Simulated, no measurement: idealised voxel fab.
process module | voxel capacitor over wiring
cross-section cut | 225 nm wide | cells 5 nm
For the purposes of this document, a cross-section shall be understood as a grid of square cells, specified as bands listed in top-to-bottom order, each band consisting of one or more rows of cells.
A band entry consists of two parts. The first gives the height of the band's top and the height of its bottom, in nm. The rest lists the band's materials from left to right, each with its width in nm. A single material labelled with the word "everywhere" fills the band from edge to edge, and the word "empty" marks empty space.
Counting heights begins at 0, where everything beneath is, in the wafer as received, one material. The lowest band has no bottom; it goes on downwards, as "0 -> down" shows.
The width entry "30->40" should be interpreted row by row: the top row of cells in the band takes the first number, the bottom row takes the second number, and the change between adjacent rows is uniform throughout.
Step marked "all unchanged"? Then no cell in the cross-section changed in it.
"Enclosed void entries": empty spaces of 8 cells or more with no open way to the top, each given as width x height at distance, distance from the left edge, all in nm.
Text after the settings on a step's line: the simulator's own remark on that step.
"overlay nm" denotes, for a step that has a mask, the displacement of the mask to the right of its planned place, with negative values corresponding to the left.
BELOW IS THE LIST OF PLANNED PROCESS STEPS
| 1 | RECEIVE | material Si |
| 2 | CONFORMAL_DEP | material SiO2 | thk nm 15 |
| 3 | CONFORMAL_DEP | material SiCN | thk nm 5 |
| 4 | DIRECTIONAL_DEP | material SiO2 | thk nm 20 |
| 5 | MASKED_ETCH | tone open | mask id METAL_1 | width nm 30 | pitch nm 90 | etch materials SiO2 | depth nm 20 | overlay nm 0 |
| 6 | MASKED_ETCH | tone open | mask id METAL_1 | width nm 30 | pitch nm 90 | etch materials SiCN | depth nm 5 | overlay nm 0 |
| 7 | CONFORMAL_DEP | material TiN | thk nm 5 |
| 8 | FILL_DEP | material Cu | thk nm 10 |
| 9 | CMP | height nm 40 |
| 10 | CONFORMAL_DEP | material SiCN | thk nm 5 |
| 11 | DIRECTIONAL_DEP | material lowk | thk nm 15 |
| 12 | DIRECTIONAL_DEP | material aC | thk nm 10 |
| 13 | PATTERN | tone open | mask id PLUG_1 | material resist | width nm 15 | thk nm 30 | overlay nm 0 |
| 14 | DIRECTIONAL_ETCH | etch materials aC | depth nm 10 |
| 15 | STRIP | etch materials resist |
| 16 | DIRECTIONAL_ETCH | etch materials lowk | depth nm 15 |
| 17 | DIRECTIONAL_ETCH | etch materials SiCN | depth nm 5 |
| 18 | STRIP | etch materials aC |
| 19 | CONFORMAL_DEP | material TiN | thk nm 5 |
| 20 | FILL_DEP | material Ru | thk nm 5 |
| 21 | CMP | height nm 60 |
| 22 | DIRECTIONAL_DEP | material TiN | thk nm 5 |
| 23 | DIRECTIONAL_DEP | material SiN | thk nm 5 |
| 24 | DIRECTIONAL_DEP | material TiN | thk nm 5 |
| 25 | DIRECTIONAL_DEP | material aC | thk nm 10 |
| 26 | PATTERN | tone cover | mask id UPPER_PLATE | material resist | width nm 65 | thk nm 25 | overlay nm 0 |
| 27 | DIRECTIONAL_ETCH | etch materials aC | depth nm 10 |
| 28 | STRIP | etch materials resist |
| 29 | DIRECTIONAL_ETCH | etch materials TiN | depth nm 5 |
| 30 | DIRECTIONAL_ETCH | etch materials SiN | depth nm 5 |
| 31 | STRIP | etch materials aC |
| 32 | MASKED_ETCH | tone cover | mask id LOWER_PLATE | width nm 75 | etch materials TiN | depth nm 5 | overlay nm 0 |
| 33 | FILL_DEP | material SiO2 | thk nm 20 |
| 34 | CMP | height nm 90 |
| 35 | PATTERN | tone open | mask id PLUG_2 | material resist | width nm 15 | thk nm 20 | overlay nm -15 |
| 36 | DIRECTIONAL_ETCH | etch materials SiO2 | depth nm 15 |
| 37 | STRIP | etch materials resist |
| 38 | CONFORMAL_DEP | material TiN | thk nm 5 |
| 39 | FILL_DEP | material Ru | thk nm 5 |
| 40 | CMP | height nm 90 |
| 41 | CONFORMAL_DEP | material SiCN | thk nm 5 |
For clarity, it should be stated that the wafers under discussion commence in an identical condition and differ with respect to the overlay nm of step 35, the plan indicating the value that the first wafer had.
THE FIRST OF SEVERAL WAFERS IN CROSS-SECTION, EXACTLY AS IT REACHED US AFTER STEP 1
0 -> down  Si everywhere
Enclosed void entries: none
CROSS-SECTION OF THE FIRST OF SEVERAL WAFERS, TAKEN AFTER STEP 41, WHERE THE MODULE ENDS
95 -> 90  SiCN everywhere
90 -> 80  60 SiO2; 5 TiN; 5 Ru; 5 TiN; 150 SiO2
80 -> 70  60->65 SiO2; 15->65 TiN; 150->95 SiO2
70 -> 65  65 SiO2; 65 SiN; 95 SiO2
65 -> 60  60 SiO2; 75 TiN; 90 SiO2
60 -> 45  65 lowk; 5 TiN; 5 Ru; 5 TiN; 145 lowk
45 -> 40  65 SiCN; 15 TiN; 145 SiCN
40 -> 20  50 SiO2; 5 TiN; 20 Cu; 5 TiN; 60 SiO2; 5 TiN; 20 Cu; 5 TiN; 55 SiO2
20 -> 15  50 SiCN; 30 TiN; 60 SiCN; 30 TiN; 55 SiCN
15 -> 0  SiO2 everywhere
0 -> down  Si everywhere
Enclosed void entries: none
LAST WAFER OF THE SET, CROSS-SECTIONED AT END OF MODULE
95 -> 90  SiCN everywhere
90 -> 80  90 SiO2; 5 TiN; 5 Ru; 5 TiN; 120 SiO2
80 -> 70  90->65 SiO2; 15->65 TiN; 120->95 SiO2
70 -> 65  65 SiO2; 65 SiN; 95 SiO2
65 -> 60  60 SiO2; 75 TiN; 90 SiO2
60 -> 45  65 lowk; 5 TiN; 5 Ru; 5 TiN; 145 lowk
45 -> 40  65 SiCN; 15 TiN; 145 SiCN
40 -> 20  50 SiO2; 5 TiN; 20 Cu; 5 TiN; 60 SiO2; 5 TiN; 20 Cu; 5 TiN; 55 SiO2
20 -> 15  50 SiCN; 30 TiN; 60 SiCN; 30 TiN; 55 SiCN
15 -> 0  SiO2 everywhere
0 -> down  Si everywhere
Enclosed void entries: none
SO IN THIS TABLE EVERY WAFER GETS ITS OWN ROW, AND WHAT YOU SEE IS WHERE IT STANDS AT THE END OF THE MODULE: FOR EACH MATERIAL, HOW MANY CELLS IT PICKED UP (+) OR GAVE UP (-) SINCE WE RECEIVED IT, AND AFTER THAT ITS CLOSED VOIDS
overlay nm -15, +32 Cu, +5 Ru, +120 SiCN, +13 SiN, +487 SiO2, +72 TiN, +126 lowk, Enclosed void entries: none
overlay nm -10, +32 Cu, +5 Ru, +120 SiCN, +13 SiN, +487 SiO2, +72 TiN, +126 lowk, Enclosed void entries: none
overlay nm -5, +32 Cu, +5 Ru, +120 SiCN, +13 SiN, +487 SiO2, +72 TiN, +126 lowk, Enclosed void entries: none
overlay nm 0, +32 Cu, +5 Ru, +120 SiCN, +13 SiN, +487 SiO2, +72 TiN, +126 lowk, Enclosed void entries: none
overlay nm 5, +32 Cu, +5 Ru, +120 SiCN, +13 SiN, +487 SiO2, +72 TiN, +126 lowk, Enclosed void entries: none
overlay nm 10, +32 Cu, +5 Ru, +120 SiCN, +13 SiN, +487 SiO2, +72 TiN, +126 lowk, Enclosed void entries: none
overlay nm 15, +32 Cu, +5 Ru, +120 SiCN, +13 SiN, +487 SiO2, +72 TiN, +126 lowk, Enclosed void entries: none
